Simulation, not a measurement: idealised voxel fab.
Proc. module: voxel air gaps
The cross-section on display is named cut; it measures 250 nm wide, and its cells are 5 nm squares.
For the purposes of this document, a cross-section shall be understood as a grid of square cells, specified as bands listed in top-to-bottom order, each band consisting of one or more rows of cells.
The band entry comprises the height of the band's top followed by the height of its bottom, expressed in nm, and subsequently the band's materials from left to right, each stated together with its width in nm. Where a single material is marked with the word "edge to edge", that material fills the band from edge to edge. The word "empty" represents empty space.
Heads up on the height convention: 0 is the point under which the incoming wafer is all one material, and the lowest band has no bottom, it just keeps going down, like "z 0 and below".
A width such as "30..40" changes by the same amount from each row of cells to the next, from the band's top row to its bottom row.
Step marked "everything unchanged"? Then no cell in the cross-section changed in it.
The list in "Enclosed void catalog" covers empty spaces of 8 cells or more that cannot reach the top through any open way, and it gives each as width x height at distance; the distance is from the left edge, and width, height and distance are in nm.
Note: text after step settings on the step line = simulator remark on that step.
"overlay nm", when on a step's line for a step with a mask, measures how far to the right of its planned place the mask lay; a negative measure means to the left.

-- Process steps (planned)
1. RECEIVE [material Si]
2. CONFORMAL_DEP [material SiO2] [thk nm 10]
3. CONFORMAL_DEP [material SiN] [thk nm 5]
4. DIRECTIONAL_DEP [material SiO2] [thk nm 35]
5. DIRECTIONAL_DEP [material aC] [thk nm 10]
6. PATTERN [tone open] [mask id LINES] [material resist] [width nm 15] [pitch nm 45] [thk nm 25] [overlay nm 0]
7. DIRECTIONAL_ETCH [etch materials aC] [depth nm 10]
8. STRIP [etch materials resist]
9. DIRECTIONAL_ETCH [etch materials SiO2] [depth nm 35]
10. STRIP [etch materials aC]
11. CONFORMAL_DEP [material TiN] [thk nm 5]
12. FILL_DEP [material W] [thk nm 5]
13. CMP [height nm 50]
14. EPI [material Ru] [thk nm 10]
15. SELECTIVE_ETCH [etch materials SiO2] [depth nm 45]
16. CONFORMAL_DEP [material SiN] [thk nm 5]

-- So, the first of our two wafers, run just as we planned it

-- Delivered wafer in cross-section: state after step 1
- z 0 and below: Si edge to edge
- Enclosed void catalog: none

-- State of the wafer after step 2, shown in cross-section
- z 10 to 0: SiO2 edge to edge
- Rest of section, below 0: as before.

-- State of the wafer after step 3, shown in cross-section
- z 15 to 10: SiN edge to edge
- Rest of section, below 10: as before.

-- State of the wafer after step 4, shown in cross-section
- z 50 to 15: SiO2 edge to edge
- Rest of section, below 15: as before.

-- State of the wafer after step 5, shown in cross-section
- z 60 to 50: aC edge to edge
- Rest of section, below 50: as before.

-- State of the wafer after step 6, shown in cross-section
- z 85 to 60: resist=70, empty=15, resist=30, empty=15, resist=30, empty=15, resist=75
- Rest of section, below 60: as before.

-- State of the wafer after step 7, shown in cross-section
- z 75 to 60: resist=70, empty=15, resist=30, empty=15, resist=30, empty=15, resist=75
- z 60 to 50: aC=70, empty=15, aC=30, empty=15, aC=30, empty=15, aC=75
- Rest of section, below 50: as before.

-- State of the wafer after step 8, shown in cross-section
- z 60 to 50: aC=70, empty=15, aC=30, empty=15, aC=30, empty=15, aC=75
- Rest of section, below 50: as before.

-- State of the wafer after step 9, shown in cross-section
- z 60 to 50: aC=70, empty=15, aC=30, empty=15, aC=30, empty=15, aC=75
- z 50 to 15: SiO2=70, empty=15, SiO2=30, empty=15, SiO2=30, empty=15, SiO2=75
- Rest of section, below 15: as before.

-- State of the wafer after step 10, shown in cross-section
- z 50 to 15: SiO2=70, empty=15, SiO2=30, empty=15, SiO2=30, empty=15, SiO2=75
- Rest of section, below 15: as before.

-- State of the wafer after step 11, shown in cross-section
- z 55 to 50: TiN=75, empty=5, TiN=40, empty=5, TiN=40, empty=5, TiN=80
- z 50 to 20: SiO2=70, TiN=5, empty=5, TiN=5, SiO2=30, TiN=5, empty=5, TiN=5, SiO2=30, TiN=5, empty=5, TiN=5, SiO2=75
- z 20 to 15: SiO2=70, TiN=15, SiO2=30, TiN=15, SiO2=30, TiN=15, SiO2=75
- Rest of section, below 15: as before.

-- State of the wafer after step 12, shown in cross-section
- z 60 to 55: W edge to edge
- z 55 to 50: TiN=75, W=5, TiN=40, W=5, TiN=40, W=5, TiN=80
- z 50 to 20: SiO2=70, TiN=5, W=5, TiN=5, SiO2=30, TiN=5, W=5, TiN=5, SiO2=30, TiN=5, W=5, TiN=5, SiO2=75
- Rest of section, below 20: as before.

-- State of the wafer after step 13, shown in cross-section
- z 50 to 20: SiO2=70, TiN=5, W=5, TiN=5, SiO2=30, TiN=5, W=5, TiN=5, SiO2=30, TiN=5, W=5, TiN=5, SiO2=75
- Rest of section, below 20: as before.

-- State of the wafer after step 14, shown in cross-section
- z 60 to 50: empty=60, Ru=35, empty=10, Ru=35, empty=10, Ru=35, empty=65
- Rest of section, below 50: as before.

-- State of the wafer after step 15, shown in cross-section
- z 60 to 50: empty=60, Ru=35, empty=10, Ru=35, empty=10, Ru=35, empty=65
- z 50 to 20: empty=70, TiN=5, W=5, TiN=5, empty=30, TiN=5, W=5, TiN=5, empty=30, TiN=5, W=5, TiN=5, empty=75
- z 20 to 15: empty=70, TiN=15, empty=30, TiN=15, empty=30, TiN=15, empty=75
- Rest of section, below 15: as before.

-- State of the wafer after step 16, shown in cross-section
- z 65 to 60: empty=55, SiN=135, empty=60
- z 60 to 50: empty=55, SiN=5, Ru=35, SiN=10, Ru=35, SiN=10, Ru=35, SiN=5, empty=60
- z 50 to 45: empty=55, SiN=15, TiN=5, W=5, TiN=5, SiN=30, TiN=5, W=5, TiN=5, SiN=30, TiN=5, W=5, TiN=5, SiN=15, empty=60
- z 45 to 20: empty=65, SiN=5, TiN=5, W=5, TiN=5, SiN=5, empty=20, SiN=5, TiN=5, W=5, TiN=5, SiN=5, empty=20, SiN=5, TiN=5, W=5, TiN=5, SiN=5, empty=70
- z 20 to 15: SiN=70, TiN=15, SiN=30, TiN=15, SiN=30, TiN=15, SiN=75
- Rest of section, below 15: as before.
- Enclosed void catalog: 20 x 25 at 90; 20 x 25 at 135

-- Second of two: same start, same plan, one run error; steps up to and including 1 match the first

-- Second wafer profile in section, at the moment step 2 of the plan was meant to be complete
- z 5 to 0: SiO2 edge to edge
- Rest of section, below 0: as before.

-- Second wafer profile in section, at the moment step 3 of the plan was meant to be complete
- z 10 to 5: SiN edge to edge
- Rest of section, below 5: as before.

-- Second wafer profile in section, at the moment step 4 of the plan was meant to be complete
- z 45 to 10: SiO2 edge to edge
- Rest of section, below 10: as before.

-- Second wafer profile in section, at the moment step 5 of the plan was meant to be complete
- z 55 to 45: aC edge to edge
- Rest of section, below 45: as before.

-- Second wafer profile in section, at the moment step 6 of the plan was meant to be complete
- z 80 to 55: resist=70, empty=15, resist=30, empty=15, resist=30, empty=15, resist=75
- Rest of section, below 55: as before.

-- Second wafer profile in section, at the moment step 7 of the plan was meant to be complete
- z 70 to 55: resist=70, empty=15, resist=30, empty=15, resist=30, empty=15, resist=75
- z 55 to 45: aC=70, empty=15, aC=30, empty=15, aC=30, empty=15, aC=75
- Rest of section, below 45: as before.

-- Second wafer profile in section, at the moment step 8 of the plan was meant to be complete
- z 55 to 45: aC=70, empty=15, aC=30, empty=15, aC=30, empty=15, aC=75
- Rest of section, below 45: as before.

-- Second wafer profile in section, at the moment step 9 of the plan was meant to be complete
- z 55 to 45: aC=70, empty=15, aC=30, empty=15, aC=30, empty=15, aC=75
- z 45 to 10: SiO2=70, empty=15, SiO2=30, empty=15, SiO2=30, empty=15, SiO2=75
- Rest of section, below 10: as before.

-- Second wafer profile in section, at the moment step 10 of the plan was meant to be complete
- z 45 to 10: SiO2=70, empty=15, SiO2=30, empty=15, SiO2=30, empty=15, SiO2=75
- Rest of section, below 10: as before.

-- Second wafer profile in section, at the moment step 11 of the plan was meant to be complete
- z 50 to 45: TiN=75, empty=5, TiN=40, empty=5, TiN=40, empty=5, TiN=80
- z 45 to 15: SiO2=70, TiN=5, empty=5, TiN=5, SiO2=30, TiN=5, empty=5, TiN=5, SiO2=30, TiN=5, empty=5, TiN=5, SiO2=75
- z 15 to 10: SiO2=70, TiN=15, SiO2=30, TiN=15, SiO2=30, TiN=15, SiO2=75
- Rest of section, below 10: as before.

-- Second wafer profile in section, at the moment step 12 of the plan was meant to be complete
- z 55 to 50: W edge to edge
- z 50 to 45: TiN=75, W=5, TiN=40, W=5, TiN=40, W=5, TiN=80
- z 45 to 15: SiO2=70, TiN=5, W=5, TiN=5, SiO2=30, TiN=5, W=5, TiN=5, SiO2=30, TiN=5, W=5, TiN=5, SiO2=75
- Rest of section, below 15: as before.

-- Second wafer profile in section, at the moment step 13 of the plan was meant to be complete
- z 50 to 45: TiN=75, W=5, TiN=40, W=5, TiN=40, W=5, TiN=80
- Rest of section, below 45: as before.

-- Second wafer profile in section, at the moment step 14 of the plan was meant to be complete
- z 60 to 50: Ru edge to edge
- Rest of section, below 50: as before.

Second wafer profile in section, at the moment step 15 of the plan was meant to be complete: everything unchanged

-- Second wafer profile in section, at the moment step 16 of the plan was meant to be complete
- z 65 to 60: SiN edge to edge
- Rest of section, below 60: as before.
Against the plan, the run slipped here: note that step 2 departed from the planned setting and was carried out as CONFORMAL_DEP [material SiO2] [thk nm 5]
FYI, end of process, the second wafer has more or fewer cells of some materials than the first: 58 more of Ru; 78 fewer of SiN; 237 more of SiO2; 47 more of TiN; 3 more of W
Final observation: first wafer, 2 closed voids; second wafer, 0 closed voids.
